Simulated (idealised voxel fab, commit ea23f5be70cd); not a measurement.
Presented below is a process module, voxel self aligned contacts.
Section shown: cut. Width: 255 nm. Cell size: 5 nm, square.
If you're reading a cross-section in this doc, picture square cells in a grid; it comes to you as bands, top ones listed first down to the bottom, and a band can be one or more rows of cells.
Heads up on the band format: heights come first, top then bottom, in nm. After that it's the materials left to right, each with its width in nm. A single material flagged "throughout" fills the whole band edge to edge, and "empty" means there's empty space there.
Where do heights start? At 0: under that level the wafer as delivered is made of one material only. And the lowest band has no floor; it just carries on downward, as in "z 0 and below".
A two-number width, for instance "30 to 40", indicates that the width is equal to the first number in the top row of the band and to the second number in the bottom row, and that it changes by a constant amount per row of cells.
"nothing was modified" -> step changed no cross-section cell.
"Trapped cavities" enumerates empty spaces isolated from the top, with no open way to it, that contain at least 8 cells, giving each as width x height at distance from the left edge, all three in nm.
That trailing text on a step's line, after the settings, is the simulator's own remark on the step.
Each step line may optionally specify "overlay nm", which for a step with a mask gives the rightward distance between the mask's planned place and where it lay, a negative value indicating the leftward direction.
Steps planned for the process
1 RECEIVE [material Si]
2 OXIDIZE [depth nm 5]
3 DIRECTIONAL_DEP [material polySi] [thk nm 20]
4 DIRECTIONAL_DEP [material SiN] [thk nm 25]
5 DIRECTIONAL_DEP [material aC] [thk nm 10]
6 PATTERN [tone cover] [mask id GATE] [material resist] [width nm 30] [pitch nm 65] [thk nm 25] [overlay nm 0]
7 DIRECTIONAL_ETCH [etch materials aC] [depth nm 10]
8 STRIP [etch materials resist]
9 DIRECTIONAL_ETCH [etch materials SiN] [depth nm 25]
10 DIRECTIONAL_ETCH [etch materials polySi] [depth nm 20]
11 STRIP [etch materials aC]
12 CONFORMAL_DEP [material SiN] [thk nm 10]
13 DIRECTIONAL_ETCH [etch materials SiN] [depth nm 10]
14 FILL_DEP [material SiO2] [thk nm 10]
15 CMP [height nm 50]
16 MASKED_ETCH [tone open] [mask id CONTACT] [width nm 45] [etch materials SiO2] [depth nm 55] [overlay nm 0]
17 CONFORMAL_DEP [material TiN] [thk nm 5]
18 FILL_DEP [material Ru] [thk nm 5]
19 CMP [height nm 50]
20 CONFORMAL_DEP [material SiCN] [thk nm 5]
Wafer cross-section on receipt, i.e. after step 1
    z 0 and below  Si throughout
    Trapped cavities: none
Cross-sectional image of the first of two wafers at the end of the module, the run having proceeded as planned
    z 55 to 50  SiCN throughout
    z 50 to 45  SiO2 105 nm  TiN 20 nm  Ru 5 nm  TiN 20 nm  SiO2 105 nm
    z 45 to 20  SiO2 70 nm  SiN 50 nm  TiN 5 nm  Ru 5 nm  TiN 5 nm  SiN 50 nm  SiO2 70 nm
    z 20 to 0  SiO2 70 nm  SiN 10 nm  polySi 30 nm  SiN 10 nm  TiN 5 nm  Ru 5 nm  TiN 5 nm  SiN 10 nm  polySi 30 nm  SiN 10 nm  SiO2 70 nm
    z 0 to -5  SiO2 120 nm  TiN 15 nm  SiO2 120 nm
    z -5 and below  Si throughout
    Trapped cavities: none
Same start, same plan as the first wafer - but one mistake in the run. Cross-section of the second of the two at the end of the module
    z 55 to 50  SiCN throughout
    z 50 to 45  Ru 65 nm  TiN 40 nm  SiO2 45 nm  TiN 40 nm  Ru 65 nm
    z 45 to 20  Ru 65 nm  TiN 5 nm  SiN 50 nm  SiO2 15 nm  SiN 50 nm  TiN 5 nm  Ru 65 nm
    z 20 to 0  Ru 65 nm  TiN 5 nm  SiN 10 nm  polySi 30 nm  SiN 10 nm  SiO2 15 nm  SiN 10 nm  polySi 30 nm  SiN 10 nm  TiN 5 nm  Ru 65 nm
    z 0 to -5  TiN 70 nm  SiO2 115 nm  TiN 70 nm
    z -5 and below  Si throughout
    Trapped cavities: none
what went wrong: step 16 ran differently from the plan; actual operation with settings: MASKED_ETCH [tone cover] [mask id CONTACT] [width nm 45] [etch materials SiO2] [depth nm 55] [overlay nm 0]
It is noted that, at the conclusion of processing, the second wafer exhibits a higher or lower cell count for certain materials relative to the first: Ru +250; SiO2 -283; TiN +33
